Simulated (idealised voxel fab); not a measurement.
Presented below is a process module, voxel wiring stack.
In the cross-section labelled cut, the width is 160 nm and each square cell is 5 nm.
Cross-section spec: square-cell grid; bands listed top down; each band is one or more rows.
Band: top height; bottom height; in nm. Then, left to right: material with width in nm, for each material. "throughout": a single material spanning edge to edge. "blank": empty space.
Basically, 0 is our baseline, since under it the wafer straight out of the box is all one material. The bottom band has no lower end and keeps on going down, so it looks like "0 down".
Note: "30->40" means the width goes from the first number (top row of the band) to the second number (bottom row) in equal steps per row of cells.
No cell of the cross-section changed in a step that is given as "nothing different".
"Listed closed voids" specifies each empty space that is not open to the top and that occupies no fewer than 8 cells, using the form width x height at distance, the distance measured from the left edge and all three quantities in nm.
The remark found on a step's line after its settings is issued by the simulator itself and pertains to that step.
"overlay nm" on a masked step: distance the mask lay right of its planned place, negative for left.
Each pair of cross-sections that follows straddles one process step: the one shows the state before the step, the other the state after it, down to the lowest band that changed and no further. The step in question, and its settings, are given under the pair. Note that a pair is not necessarily a continuation of the pair above it, since pairs can come from different runs of this module on the same starting wafer; it is a continuation only where its entry headed "Before the step" says so.

### Before the step
  90 to 80  aC=15 | blank=15 | aC=85 | blank=15 | aC=30
  80 to 45  SiO2=15 | blank=15 | SiO2=85 | blank=15 | SiO2=30
  45 to 40  SiCN throughout
  40 to 20  lowk=15 | SiN=5 | Ru=20 | SiN=5 | lowk=20 | SiN=5 | Ru=20 | SiN=5 | lowk=20 | SiN=5 | Ru=20 | SiN=5 | lowk=15
  20 to 15  lowk=10 | SiN=10 | Ru=20 | SiN=5 | lowk=15 | SiN=10 | Ru=20 | SiN=5 | lowk=15 | SiN=10 | Ru=20 | SiN=5 | lowk=15
  15 to 10  SiN=15 | TiN=25 | SiN=25 | TiN=25 | SiN=25 | TiN=25 | SiN=20
  10 to 0  SiO2 throughout
  0 down  Si throughout
  Listed closed voids: none

### Post-Process View
  80 to 45  SiO2=15 | blank=15 | SiO2=85 | blank=15 | SiO2=30
  Rest of section, below 45: as before.
  Listed closed voids: none
Going from the before section above to the after section, the step was STRIP | etch materials aC

Before the step: no separate figure, the pair right above already shows it after its step.

### Post-Process View
  95 to 80  resist=15 | blank=25 | resist=25 | blank=25 | resist=25 | blank=25 | resist=20
  Rest of section, below 80: as before.
  Listed closed voids: none
Going from the before section above to the after section, the step was PATTERN | tone open | mask id METAL_2 | material resist | width nm 25 | pitch nm 50 | thk nm 15 | overlay nm 0

Before the step: no separate figure, the pair right above already shows it after its step.

### Post-Process View
  95 to 80  resist=15 | blank=25 | resist=25 | blank=25 | resist=25 | blank=25 | resist=20
  80 to 60  SiO2=15 | blank=25 | SiO2=25 | blank=25 | SiO2=25 | blank=25 | SiO2=20
  Rest of section, below 60: as before.
  Listed closed voids: none
Going from the before section above to the after section, the step was DIRECTIONAL_ETCH | etch materials SiO2 | depth nm 20

Before the step: no separate figure, the pair right above already shows it after its step.

### Post-Process View
  95 to 80  resist=15 | blank=25 | resist=25 | blank=25 | resist=25 | blank=25 | resist=20
  80 to 60  SiO2=15 | blank=25 | SiO2=25 | blank=25 | SiO2=25 | blank=25 | SiO2=20
  60 to 45  SiO2=15 | blank=15 | SiO2=85 | blank=15 | SiO2=30
  45 to 40  SiCN=15 | blank=15 | SiCN=85 | blank=15 | SiCN=30
  Rest of section, below 40: as before.
  Listed closed voids: none
Going from the before section above to the after section, the step was DIRECTIONAL_ETCH | etch materials SiCN | depth nm 5

Before the step: no separate figure, the pair right above already shows it after its step.

### Post-Process View
  80 to 60  SiO2=15 | blank=25 | SiO2=25 | blank=25 | SiO2=25 | blank=25 | SiO2=20
  Rest of section, below 60: as before.
  Listed closed voids: none
Going from the before section above to the after section, the step was STRIP | etch materials resist

Before the step: no separate figure, the pair right above already shows it after its step.

### Post-Process View
  85 to 80  TiN=20 | blank=15 | TiN=35 | blank=15 | TiN=35 | blank=15 | TiN=25
  80 to 65  SiO2=15 | TiN=5 | blank=15 | TiN=5 | SiO2=25 | TiN=5 | blank=15 | TiN=5 | SiO2=25 | TiN=5 | blank=15 | TiN=5 | SiO2=20
  65 to 60  SiO2=15 | TiN=5 | blank=5 | TiN=15 | SiO2=25 | TiN=25 | SiO2=25 | TiN=5 | blank=5 | TiN=15 | SiO2=20
  60 to 45  SiO2=15 | TiN=5 | blank=5 | TiN=5 | SiO2=85 | TiN=5 | blank=5 | TiN=5 | SiO2=30
  45 to 40  SiCN=15 | TiN=15 | SiCN=85 | TiN=15 | SiCN=30
  Rest of section, below 40: as before.
  Listed closed voids: none
Going from the before section above to the after section, the step was CONFORMAL_DEP | material TiN | thk nm 5

Before the step: no separate figure, the pair right above already shows it after its step.

### Post-Process View
  95 to 85  Cu throughout
  85 to 80  TiN=20 | Cu=15 | TiN=35 | Cu=15 | TiN=35 | Cu=15 | TiN=25
  80 to 65  SiO2=15 | TiN=5 | Cu=15 | TiN=5 | SiO2=25 | TiN=5 | Cu=15 | TiN=5 | SiO2=25 | TiN=5 | Cu=15 | TiN=5 | SiO2=20
  65 to 60  SiO2=15 | TiN=5 | Cu=5 | TiN=15 | SiO2=25 | TiN=25 | SiO2=25 | TiN=5 | Cu=5 | TiN=15 | SiO2=20
  60 to 45  SiO2=15 | TiN=5 | Cu=5 | TiN=5 | SiO2=85 | TiN=5 | Cu=5 | TiN=5 | SiO2=30
  Rest of section, below 45: as before.
  Listed closed voids: none
Going from the before section above to the after section, the step was FILL_DEP | material Cu | thk nm 10

Before the step: no separate figure, the pair right above already shows it after its step.

### Post-Process View
  80 to 65  SiO2=15 | TiN=5 | Cu=15 | TiN=5 | SiO2=25 | TiN=5 | Cu=15 | TiN=5 | SiO2=25 | TiN=5 | Cu=15 | TiN=5 | SiO2=20
  Rest of section, below 65: as before.
  Listed closed voids: none
Going from the before section above to the after section, the step was CMP | height nm 80

Before the step: no separate figure, the pair right above already shows it after its step.

### Post-Process View
  85 to 80  SiCN throughout
  Rest of section, below 80: as before.
  Listed closed voids: none
Going from the before section above to the after section, the step was CONFORMAL_DEP | material SiCN | thk nm 5

Before the step: no separate figure, the pair right above already shows it after its step.

### Post-Process View
  115 to 85  SiO2 throughout
  Rest of section, below 85: as before.
  Listed closed voids: none
Going from the before section above to the after section, the step was DIRECTIONAL_DEP | material SiO2 | thk nm 30

Before the step: no separate figure, the pair right above already shows it after its step.

### Post-Process View
  115 to 100  SiO2=15 | blank=25 | SiO2=25 | blank=25 | SiO2=25 | blank=25 | SiO2=20
  Rest of section, below 100: as before.
  Listed closed voids: none
Going from the before section above to the after section, the step was MASKED_ETCH | tone open | mask id METAL_3 | width nm 25 | pitch nm 50 | etch materials SiO2 | depth nm 15 | overlay nm 0

Before the step: no separate figure, the pair right above already shows it after its step.

### Post-Process View
  125 to 115  aC=15 | blank=25 | aC=25 | blank=25 | aC=25 | blank=25 | aC=20
  115 to 110  SiO2=15 | blank=25 | SiO2=25 | blank=25 | SiO2=25 | blank=25 | SiO2=20
  110 to 100  SiO2=15 | aC=25 | SiO2=25 | aC=25 | SiO2=25 | aC=25 | SiO2=20
  Rest of section, below 100: as before.
  Listed closed voids: none
Going from the before section above to the after section, the step was DIRECTIONAL_DEP | material aC | thk nm 10

Before the step: no separate figure, the pair right above already shows it after its step.

### Post-Process View
  155 to 125  resist=15 | blank=15 | resist=85 | blank=15 | resist=30
  125 to 115  aC=15 | blank=15 | resist=10 | aC=25 | resist=25 | aC=25 | blank=15 | resist=10 | aC=20
  115 to 110  SiO2=15 | blank=15 | resist=10 | SiO2=25 | resist=25 | SiO2=25 | blank=15 | resist=10 | SiO2=20
  Rest of section, below 110: as before.
  Listed closed voids: none
Going from the before section above to the after section, the step was PATTERN | tone open | mask id METAL_3_HOLES | material resist | width nm 15 | pitch nm 100 | thk nm 30 | overlay nm 0

Before the step: no separate figure, the pair right above already shows it after its step.

### Post-Process View
  145 to 125  resist=15 | blank=15 | resist=85 | blank=15 | resist=30
  125 to 115  aC=15 | blank=15 | resist=10 | aC=25 | resist=25 | aC=25 | blank=15 | resist=10 | aC=20
  115 to 110  SiO2=15 | blank=15 | resist=10 | SiO2=25 | resist=25 | SiO2=25 | blank=15 | resist=10 | SiO2=20
  110 to 100  SiO2=15 | blank=15 | aC=10 | SiO2=25 | aC=25 | SiO2=25 | blank=15 | aC=10 | SiO2=20
  Rest of section, below 100: as before.
  Listed closed voids: none
Going from the before section above to the after section, the step was DIRECTIONAL_ETCH | etch materials aC | depth nm 10

Before the step: no separate figure, the pair right above already shows it after its step.

### Post-Process View
  125 to 115  aC=15 | blank=25 | aC=25 | blank=25 | aC=25 | blank=25 | aC=20
  115 to 110  SiO2=15 | blank=25 | SiO2=25 | blank=25 | SiO2=25 | blank=25 | SiO2=20
  Rest of section, below 110: as before.
  Listed closed voids: none
Going from the before section above to the after section, the step was STRIP | etch materials resist

Before the step: no separate figure, the pair right above already shows it after its step.

### Post-Process View
  125 to 115  aC=15 | blank=25 | aC=25 | blank=25 | aC=25 | blank=25 | aC=20
  115 to 110  SiO2=15 | blank=25 | SiO2=25 | blank=25 | SiO2=25 | blank=25 | SiO2=20
  110 to 100  SiO2=15 | blank=15 | aC=10 | SiO2=25 | aC=25 | SiO2=25 | blank=15 | aC=10 | SiO2=20
  100 to 85  SiO2=15 | blank=15 | SiO2=85 | blank=15 | SiO2=30
  Rest of section, below 85: as before.
  Listed closed voids: none
Going from the before section above to the after section, the step was DIRECTIONAL_ETCH | etch materials SiO2 | depth nm 15

Before the step: no separate figure, the pair right above already shows it after its step.

### Post-Process View
  125 to 115  aC=15 | blank=25 | aC=25 | blank=25 | aC=25 | blank=25 | aC=20
  115 to 110  SiO2=15 | blank=25 | SiO2=25 | blank=25 | SiO2=25 | blank=25 | SiO2=20
  110 to 100  SiO2=15 | blank=15 | aC=10 | SiO2=25 | aC=25 | SiO2=25 | blank=15 | aC=10 | SiO2=20
  100 to 85  SiO2=15 | blank=15 | SiO2=85 | blank=15 | SiO2=30
  85 to 80  SiCN=15 | blank=15 | SiCN=85 | blank=15 | SiCN=30
  Rest of section, below 80: as before.
  Listed closed voids: none
Going from the before section above to the after section, the step was DIRECTIONAL_ETCH | etch materials SiCN | depth nm 5

Before the step: no separate figure, the pair right above already shows it after its step.

### Post-Process View
  115 to 100  SiO2=15 | blank=25 | SiO2=25 | blank=25 | SiO2=25 | blank=25 | SiO2=20
  Rest of section, below 100: as before.
  Listed closed voids: none
Going from the before section above to the after section, the step was STRIP | etch materials aC

Before the step: no separate figure, the pair right above already shows it after its step.

### Post-Process View
  120 to 115  TiN=20 | blank=15 | TiN=35 | blank=15 | TiN=35 | blank=15 | TiN=25
  115 to 105  SiO2=15 | TiN=5 | blank=15 | TiN=5 | SiO2=25 | TiN=5 | blank=15 | TiN=5 | SiO2=25 | TiN=5 | blank=15 | TiN=5 | SiO2=20
  105 to 100  SiO2=15 | TiN=5 | blank=5 | TiN=15 | SiO2=25 | TiN=25 | SiO2=25 | TiN=5 | blank=5 | TiN=15 | SiO2=20
  100 to 85  SiO2=15 | TiN=5 | blank=5 | TiN=5 | SiO2=85 | TiN=5 | blank=5 | TiN=5 | SiO2=30
  85 to 80  SiCN=15 | TiN=15 | SiCN=85 | TiN=15 | SiCN=30
  Rest of section, below 80: as before.
  Listed closed voids: none
Going from the before section above to the after section, the step was CONFORMAL_DEP | material TiN | thk nm 5

Before the step: no separate figure, the pair right above already shows it after its step.

### Post-Process View
  125 to 120  Ru throughout
  120 to 115  TiN=20 | Ru=15 | TiN=35 | Ru=15 | TiN=35 | Ru=15 | TiN=25
  115 to 105  SiO2=15 | TiN=5 | Ru=15 | TiN=5 | SiO2=25 | TiN=5 | Ru=15 | TiN=5 | SiO2=25 | TiN=5 | Ru=15 | TiN=5 | SiO2=20
  105 to 100  SiO2=15 | TiN=5 | Ru=5 | TiN=15 | SiO2=25 | TiN=25 | SiO2=25 | TiN=5 | Ru=5 | TiN=15 | SiO2=20
  100 to 85  SiO2=15 | TiN=5 | Ru=5 | TiN=5 | SiO2=85 | TiN=5 | Ru=5 | TiN=5 | SiO2=30
  Rest of section, below 85: as before.
  Listed closed voids: none
Going from the before section above to the after section, the step was FILL_DEP | material Ru | thk nm 5

Before the step: no separate figure, the pair right above already shows it after its step.

### Post-Process View
  115 to 105  SiO2=15 | TiN=5 | Ru=15 | TiN=5 | SiO2=25 | TiN=5 | Ru=15 | TiN=5 | SiO2=25 | TiN=5 | Ru=15 | TiN=5 | SiO2=20
  Rest of section, below 105: as before.
  Listed closed voids: none
Going from the before section above to the after section, the step was CMP | height nm 115

Before the step: no separate figure, the pair right above already shows it after its step.

### Post-Process View
  120 to 115  SiCN throughout
  Rest of section, below 115: as before.
  Listed closed voids: none
Going from the before section above to the after section, the step was CONFORMAL_DEP | material SiCN | thk nm 5

Before the step: no separate figure, the pair right above already shows it after its step.

### Post-Process View
  145 to 120  lowk throughout
  Rest of section, below 120: as before.
  Listed closed voids: none
Going from the before section above to the after section, the step was DIRECTIONAL_DEP | material lowk | thk nm 25

Before the step: no separate figure, the pair right above already shows it after its step.

### Post-Process View
  160 to 145  aC throughout
  Rest of section, below 145: as before.
  Listed closed voids: none
Going from the before section above to the after section, the step was DIRECTIONAL_DEP | material aC | thk nm 15

Before the step: no separate figure, the pair right above already shows it after its step.

### Post-Process View
  190 to 160  resist=15 | blank=15 | resist=85 | blank=15 | resist=30
  Rest of section, below 160: as before.
  Listed closed voids: none
Going from the before section above to the after section, the step was PATTERN | tone open | mask id METAL_4_HOLES | material resist | width nm 15 | pitch nm 100 | thk nm 30 | overlay nm 0

Before the step: no separate figure, the pair right above already shows it after its step.

### Post-Process View
  175 to 160  resist=15 | blank=15 | resist=85 | blank=15 | resist=30
  160 to 145  aC=15 | blank=15 | aC=85 | blank=15 | aC=30
  Rest of section, below 145: as before.
  Listed closed voids: none
Going from the before section above to the after section, the step was DIRECTIONAL_ETCH | etch materials aC | depth nm 15

Before the step: no separate figure, the pair right above already shows it after its step.

### Post-Process View
  160 to 145  aC=15 | blank=15 | aC=85 | blank=15 | aC=30
  Rest of section, below 145: as before.
  Listed closed voids: none
Going from the before section above to the after section, the step was STRIP | etch materials resist

Before the step: no separate figure, the pair right above already shows it after its step.

### Post-Process View
  160 to 145  aC=15 | blank=15 | aC=85 | blank=15 | aC=30
  145 to 120  lowk=15 | blank=15 | lowk=85 | blank=15 | lowk=30
  Rest of section, below 120: as before.
  Listed closed voids: none
Going from the before section above to the after section, the step was DIRECTIONAL_ETCH | etch materials lowk | depth nm 25

Before the step: no separate figure, the pair right above already shows it after its step.

### Post-Process View
  145 to 120  lowk=15 | blank=15 | lowk=85 | blank=15 | lowk=30
  Rest of section, below 120: as before.
  Listed closed voids: none
Going from the before section above to the after section, the step was STRIP | etch materials aC

Before the step: no separate figure, the pair right above already shows it after its step.

### Post-Process View
  160 to 145  aC=15 | blank=15 | aC=85 | blank=15 | aC=30
  145 to 135  lowk=15 | blank=15 | lowk=85 | blank=15 | lowk=30
  135 to 120  lowk=15 | aC=15 | lowk=85 | aC=15 | lowk=30
  Rest of section, below 120: as before.
  Listed closed voids: none
Going from the before section above to the after section, the step was DIRECTIONAL_DEP | material aC | thk nm 15

Before the step: no separate figure, the pair right above already shows it after its step.

### Post-Process View
  190 to 160  resist=15 | blank=25 | resist=25 | blank=25 | resist=25 | blank=25 | resist=20
  Rest of section, below 160: as before.
  Listed closed voids: none
Going from the before section above to the after section, the step was PATTERN | tone open | mask id METAL_4 | material resist | width nm 25 | pitch nm 50 | thk nm 30 | overlay nm 0

Before the step: no separate figure, the pair right above already shows it after its step.

### Post-Process View
  175 to 160  resist=15 | blank=25 | resist=25 | blank=25 | resist=25 | blank=25 | resist=20
  160 to 145  aC=15 | blank=25 | aC=25 | blank=25 | aC=25 | blank=25 | aC=20
  145 to 120  lowk=15 | blank=15 | lowk=85 | blank=15 | lowk=30
  Rest of section, below 120: as before.
  Listed closed voids: none
Going from the before section above to the after section, the step was DIRECTIONAL_ETCH | etch materials aC | depth nm 15

Before the step: no separate figure, the pair right above already shows it after its step.

### Post-Process View
  160 to 145  aC=15 | blank=25 | aC=25 | blank=25 | aC=25 | blank=25 | aC=20
  Rest of section, below 145: as before.
  Listed closed voids: none
Going from the before section above to the after section, the step was STRIP | etch materials resist

Before the step: no separate figure, the pair right above already shows it after its step.

### Post-Process View
  160 to 145  aC=15 | blank=25 | aC=25 | blank=25 | aC=25 | blank=25 | aC=20
  145 to 130  lowk=15 | blank=25 | lowk=25 | blank=25 | lowk=25 | blank=25 | lowk=20
  Rest of section, below 130: as before.
  Listed closed voids: none
Going from the before section above to the after section, the step was DIRECTIONAL_ETCH | etch materials lowk | depth nm 15

Before the step: no separate figure, the pair right above already shows it after its step.

### Post-Process View
  160 to 145  aC=15 | blank=25 | aC=25 | blank=25 | aC=25 | blank=25 | aC=20
  145 to 130  lowk=15 | blank=25 | lowk=25 | blank=25 | lowk=25 | blank=25 | lowk=20
  130 to 120  lowk=15 | blank=15 | lowk=85 | blank=15 | lowk=30
  120 to 115  SiCN=15 | blank=15 | SiCN=85 | blank=15 | SiCN=30
  Rest of section, below 115: as before.
  Listed closed voids: none
Going from the before section above to the after section, the step was DIRECTIONAL_ETCH | etch materials SiCN | depth nm 5

Before the step: no separate figure, the pair right above already shows it after its step.

### Post-Process View
  145 to 130  lowk=15 | blank=25 | lowk=25 | blank=25 | lowk=25 | blank=25 | lowk=20
  Rest of section, below 130: as before.
  Listed closed voids: none
Going from the before section above to the after section, the step was STRIP | etch materials aC

Before the step: no separate figure, the pair right above already shows it after its step.

### Post-Process View
  150 to 145  TiN=20 | blank=15 | TiN=35 | blank=15 | TiN=35 | blank=15 | TiN=25
  145 to 135  lowk=15 | TiN=5 | blank=15 | TiN=5 | lowk=25 | TiN=5 | blank=15 | TiN=5 | lowk=25 | TiN=5 | blank=15 | TiN=5 | lowk=20
  135 to 130  lowk=15 | TiN=5 | blank=5 | TiN=15 | lowk=25 | TiN=25 | lowk=25 | TiN=5 | blank=5 | TiN=15 | lowk=20
  130 to 120  lowk=15 | TiN=5 | blank=5 | TiN=5 | lowk=85 | TiN=5 | blank=5 | TiN=5 | lowk=30
  120 to 115  SiCN=15 | TiN=15 | SiCN=85 | TiN=15 | SiCN=30
  Rest of section, below 115: as before.
  Listed closed voids: none
Going from the before section above to the after section, the step was CONFORMAL_DEP | material TiN | thk nm 5

Before the step: no separate figure, the pair right above already shows it after its step.

### Post-Process View
  160 to 150  Ru throughout
  150 to 145  TiN=20 | Ru=15 | TiN=35 | Ru=15 | TiN=35 | Ru=15 | TiN=25
  145 to 135  lowk=15 | TiN=5 | Ru=15 | TiN=5 | lowk=25 | TiN=5 | Ru=15 | TiN=5 | lowk=25 | TiN=5 | Ru=15 | TiN=5 | lowk=20
  135 to 130  lowk=15 | TiN=5 | Ru=5 | TiN=15 | lowk=25 | TiN=25 | lowk=25 | TiN=5 | Ru=5 | TiN=15 | lowk=20
  130 to 120  lowk=15 | TiN=5 | Ru=5 | TiN=5 | lowk=85 | TiN=5 | Ru=5 | TiN=5 | lowk=30
  Rest of section, below 120: as before.
  Listed closed voids: none
Going from the before section above to the after section, the step was FILL_DEP | material Ru | thk nm 10

Before the step: no separate figure, the pair right above already shows it after its step.

### Post-Process View
  145 to 135  lowk=15 | TiN=5 | Ru=15 | TiN=5 | lowk=25 | TiN=5 | Ru=15 | TiN=5 | lowk=25 | TiN=5 | Ru=15 | TiN=5 | lowk=20
  Rest of section, below 135: as before.
  Listed closed voids: none
Going from the before section above to the after section, the step was CMP | height nm 145

Before the step: no separate figure, the pair right above already shows it after its step.

### Post-Process View
  150 to 145  SiN throughout
  Rest of section, below 145: as before.
  Listed closed voids: none
Going from the before section above to the after section, the step was CONFORMAL_DEP | material SiN | thk nm 5

### Before the step
  125 to 115  aC=15 | blank=25 | aC=25 | blank=25 | aC=25 | blank=25 | aC=20
  115 to 110  SiO2=15 | blank=25 | SiO2=25 | blank=25 | SiO2=25 | blank=25 | SiO2=20
  110 to 100  SiO2=15 | aC=25 | SiO2=25 | aC=25 | SiO2=25 | aC=25 | SiO2=20
  100 to 85  SiO2 throughout
  85 to 80  SiCN throughout
  80 to 65  SiO2=15 | TiN=5 | Cu=15 | TiN=5 | SiO2=25 | TiN=5 | Cu=15 | TiN=5 | SiO2=25 | TiN=5 | Cu=15 | TiN=5 | SiO2=20
  65 to 60  SiO2=15 | TiN=5 | Cu=5 | TiN=15 | SiO2=25 | TiN=25 | SiO2=25 | TiN=5 | Cu=5 | TiN=15 | SiO2=20
  60 to 45  SiO2=15 | TiN=5 | Cu=5 | TiN=5 | SiO2=85 | TiN=5 | Cu=5 | TiN=5 | SiO2=30
  45 to 40  SiCN=15 | TiN=15 | SiCN=85 | TiN=15 | SiCN=30
  40 to 15  lowk=10 | SiN=5 | Ru=25 | SiN=5 | lowk=15 | SiN=5 | Ru=25 | SiN=5 | lowk=15 | SiN=5 | Ru=25 | SiN=5 | lowk=15
  15 to 10  SiN=15 | TiN=25 | SiN=25 | TiN=25 | SiN=25 | TiN=25 | SiN=20
  10 to 0  SiO2 throughout
  0 down  Si throughout
  Listed closed voids: none

### Post-Process View
  155 to 125  resist=25 | blank=15 | resist=85 | blank=15 | resist=20
  125 to 115  aC=15 | resist=10 | blank=15 | aC=25 | resist=25 | aC=25 | resist=10 | blank=15 | aC=20
  115 to 110  SiO2=15 | resist=10 | blank=15 | SiO2=25 | resist=25 | SiO2=25 | resist=10 | blank=15 | SiO2=20
  Rest of section, below 110: as before.
  Listed closed voids: none
Going from the before section above to the after section, the step was PATTERN | tone open | mask id METAL_3_HOLES | material resist | width nm 15 | pitch nm 100 | thk nm 30 | overlay nm 10

Before the step: no separate figure, the pair right above already shows it after its step.

### Post-Process View
  145 to 125  resist=25 | blank=15 | resist=85 | blank=15 | resist=20
  125 to 115  aC=15 | resist=10 | blank=15 | aC=25 | resist=25 | aC=25 | resist=10 | blank=15 | aC=20
  115 to 110  SiO2=15 | resist=10 | blank=15 | SiO2=25 | resist=25 | SiO2=25 | resist=10 | blank=15 | SiO2=20
  110 to 100  SiO2=15 | aC=10 | blank=15 | SiO2=25 | aC=25 | SiO2=25 | aC=10 | blank=15 | SiO2=20
  Rest of section, below 100: as before.
  Listed closed voids: none
Going from the before section above to the after section, the step was DIRECTIONAL_ETCH | etch materials aC | depth nm 10

Before the step: no separate figure, the pair right above already shows it after its step.

### Post-Process View
  125 to 115  aC=15 | blank=25 | aC=25 | blank=25 | aC=25 | blank=25 | aC=20
  115 to 110  SiO2=15 | blank=25 | SiO2=25 | blank=25 | SiO2=25 | blank=25 | SiO2=20
  Rest of section, below 110: as before.
  Listed closed voids: none
Going from the before section above to the after section, the step was STRIP | etch materials resist

Before the step: no separate figure, the pair right above already shows it after its step.

### Post-Process View
  125 to 115  aC=15 | blank=25 | aC=25 | blank=25 | aC=25 | blank=25 | aC=20
  115 to 110  SiO2=15 | blank=25 | SiO2=25 | blank=25 | SiO2=25 | blank=25 | SiO2=20
  110 to 100  SiO2=15 | aC=10 | blank=15 | SiO2=25 | aC=25 | SiO2=25 | aC=10 | blank=15 | SiO2=20
  100 to 85  SiO2=25 | blank=15 | SiO2=85 | blank=15 | SiO2=20
  Rest of section, below 85: as before.
  Listed closed voids: none
Going from the before section above to the after section, the step was DIRECTIONAL_ETCH | etch materials SiO2 | depth nm 15

Before the step: no separate figure, the pair right above already shows it after its step.

### Post-Process View
  125 to 115  aC=15 | blank=25 | aC=25 | blank=25 | aC=25 | blank=25 | aC=20
  115 to 110  SiO2=15 | blank=25 | SiO2=25 | blank=25 | SiO2=25 | blank=25 | SiO2=20
  110 to 100  SiO2=15 | aC=10 | blank=15 | SiO2=25 | aC=25 | SiO2=25 | aC=10 | blank=15 | SiO2=20
  100 to 85  SiO2=25 | blank=15 | SiO2=85 | blank=15 | SiO2=20
  85 to 80  SiCN=25 | blank=15 | SiCN=85 | blank=15 | SiCN=20
  Rest of section, below 80: as before.
  Listed closed voids: none
Going from the before section above to the after section, the step was DIRECTIONAL_ETCH | etch materials SiCN | depth nm 5

Before the step: no separate figure, the pair right above already shows it after its step.

### Post-Process View
  115 to 100  SiO2=15 | blank=25 | SiO2=25 | blank=25 | SiO2=25 | blank=25 | SiO2=20
  Rest of section, below 100: as before.
  Listed closed voids: none
Going from the before section above to the after section, the step was STRIP | etch materials aC

Before the step: no separate figure, the pair right above already shows it after its step.

### Post-Process View
  120 to 115  TiN=20 | blank=15 | TiN=35 | blank=15 | TiN=35 | blank=15 | TiN=25
  115 to 105  SiO2=15 | TiN=5 | blank=15 | TiN=5 | SiO2=25 | TiN=5 | blank=15 | TiN=5 | SiO2=25 | TiN=5 | blank=15 | TiN=5 | SiO2=20
  105 to 100  SiO2=15 | TiN=15 | blank=5 | TiN=5 | SiO2=25 | TiN=25 | SiO2=25 | TiN=15 | blank=5 | TiN=5 | SiO2=20
  100 to 85  SiO2=25 | TiN=5 | blank=5 | TiN=5 | SiO2=85 | TiN=5 | blank=5 | TiN=5 | SiO2=20
  85 to 80  SiCN=25 | TiN=15 | SiCN=85 | TiN=15 | SiCN=20
  Rest of section, below 80: as before.
  Listed closed voids: none
Going from the before section above to the after section, the step was CONFORMAL_DEP | material TiN | thk nm 5

Before the step: no separate figure, the pair right above already shows it after its step.

### Post-Process View
  125 to 120  Ru throughout
  120 to 115  TiN=20 | Ru=15 | TiN=35 | Ru=15 | TiN=35 | Ru=15 | TiN=25
  115 to 105  SiO2=15 | TiN=5 | Ru=15 | TiN=5 | SiO2=25 | TiN=5 | Ru=15 | TiN=5 | SiO2=25 | TiN=5 | Ru=15 | TiN=5 | SiO2=20
  105 to 100  SiO2=15 | TiN=15 | Ru=5 | TiN=5 | SiO2=25 | TiN=25 | SiO2=25 | TiN=15 | Ru=5 | TiN=5 | SiO2=20
  100 to 85  SiO2=25 | TiN=5 | Ru=5 | TiN=5 | SiO2=85 | TiN=5 | Ru=5 | TiN=5 | SiO2=20
  Rest of section, below 85: as before.
  Listed closed voids: none
Going from the before section above to the after section, the step was FILL_DEP | material Ru | thk nm 5

Before the step: no separate figure, the pair right above already shows it after its step.

### Post-Process View
  115 to 105  SiO2=15 | TiN=5 | Ru=15 | TiN=5 | SiO2=25 | TiN=5 | Ru=15 | TiN=5 | SiO2=25 | TiN=5 | Ru=15 | TiN=5 | SiO2=20
  Rest of section, below 105: as before.
  Listed closed voids: none
Going from the before section above to the after section, the step was CMP | height nm 115

Before the step: no separate figure, the pair right above already shows it after its step.

### Post-Process View
  120 to 115  SiCN throughout
  Rest of section, below 115: as before.
  Listed closed voids: none
Going from the before section above to the after section, the step was CONFORMAL_DEP | material SiCN | thk nm 5

Before the step: no separate figure, the pair right above already shows it after its step.

### Post-Process View
  145 to 120  lowk throughout
  Rest of section, below 120: as before.
  Listed closed voids: none
Going from the before section above to the after section, the step was DIRECTIONAL_DEP | material lowk | thk nm 25

Before the step: no separate figure, the pair right above already shows it after its step.

### Post-Process View
  160 to 145  aC throughout
  Rest of section, below 145: as before.
  Listed closed voids: none
Going from the before section above to the after section, the step was DIRECTIONAL_DEP | material aC | thk nm 15

Before the step: no separate figure, the pair right above already shows it after its step.

### Post-Process View
  190 to 160  resist=15 | blank=15 | resist=85 | blank=15 | resist=30
  Rest of section, below 160: as before.
  Listed closed voids: none
Going from the before section above to the after section, the step was PATTERN | tone open | mask id METAL_4_HOLES | material resist | width nm 15 | pitch nm 100 | thk nm 30 | overlay nm 0

Before the step: no separate figure, the pair right above already shows it after its step.

### Post-Process View
  175 to 160  resist=15 | blank=15 | resist=85 | blank=15 | resist=30
  160 to 145  aC=15 | blank=15 | aC=85 | blank=15 | aC=30
  Rest of section, below 145: as before.
  Listed closed voids: none
Going from the before section above to the after section, the step was DIRECTIONAL_ETCH | etch materials aC | depth nm 15

Before the step: no separate figure, the pair right above already shows it after its step.

### Post-Process View
  160 to 145  aC=15 | blank=15 | aC=85 | blank=15 | aC=30
  Rest of section, below 145: as before.
  Listed closed voids: none
Going from the before section above to the after section, the step was STRIP | etch materials resist

Before the step: no separate figure, the pair right above already shows it after its step.

### Post-Process View
  160 to 145  aC=15 | blank=15 | aC=85 | blank=15 | aC=30
  145 to 120  lowk=15 | blank=15 | lowk=85 | blank=15 | lowk=30
  Rest of section, below 120: as before.
  Listed closed voids: none
Going from the before section above to the after section, the step was DIRECTIONAL_ETCH | etch materials lowk | depth nm 25

Before the step: no separate figure, the pair right above already shows it after its step.

### Post-Process View
  145 to 120  lowk=15 | blank=15 | lowk=85 | blank=15 | lowk=30
  Rest of section, below 120: as before.
  Listed closed voids: none
Going from the before section above to the after section, the step was STRIP | etch materials aC

Before the step: no separate figure, the pair right above already shows it after its step.

### Post-Process View
  160 to 145  aC=15 | blank=15 | aC=85 | blank=15 | aC=30
  145 to 135  lowk=15 | blank=15 | lowk=85 | blank=15 | lowk=30
  135 to 120  lowk=15 | aC=15 | lowk=85 | aC=15 | lowk=30
  Rest of section, below 120: as before.
  Listed closed voids: none
Going from the before section above to the after section, the step was DIRECTIONAL_DEP | material aC | thk nm 15

Before the step: no separate figure, the pair right above already shows it after its step.

### Post-Process View
  190 to 160  resist=15 | blank=25 | resist=25 | blank=25 | resist=25 | blank=25 | resist=20
  Rest of section, below 160: as before.
  Listed closed voids: none
Going from the before section above to the after section, the step was PATTERN | tone open | mask id METAL_4 | material resist | width nm 25 | pitch nm 50 | thk nm 30 | overlay nm 0

Before the step: no separate figure, the pair right above already shows it after its step.

### Post-Process View
  175 to 160  resist=15 | blank=25 | resist=25 | blank=25 | resist=25 | blank=25 | resist=20
  160 to 145  aC=15 | blank=25 | aC=25 | blank=25 | aC=25 | blank=25 | aC=20
  145 to 120  lowk=15 | blank=15 | lowk=85 | blank=15 | lowk=30
  Rest of section, below 120: as before.
  Listed closed voids: none
Going from the before section above to the after section, the step was DIRECTIONAL_ETCH | etch materials aC | depth nm 15

Before the step: no separate figure, the pair right above already shows it after its step.

### Post-Process View
  160 to 145  aC=15 | blank=25 | aC=25 | blank=25 | aC=25 | blank=25 | aC=20
  Rest of section, below 145: as before.
  Listed closed voids: none
Going from the before section above to the after section, the step was STRIP | etch materials resist
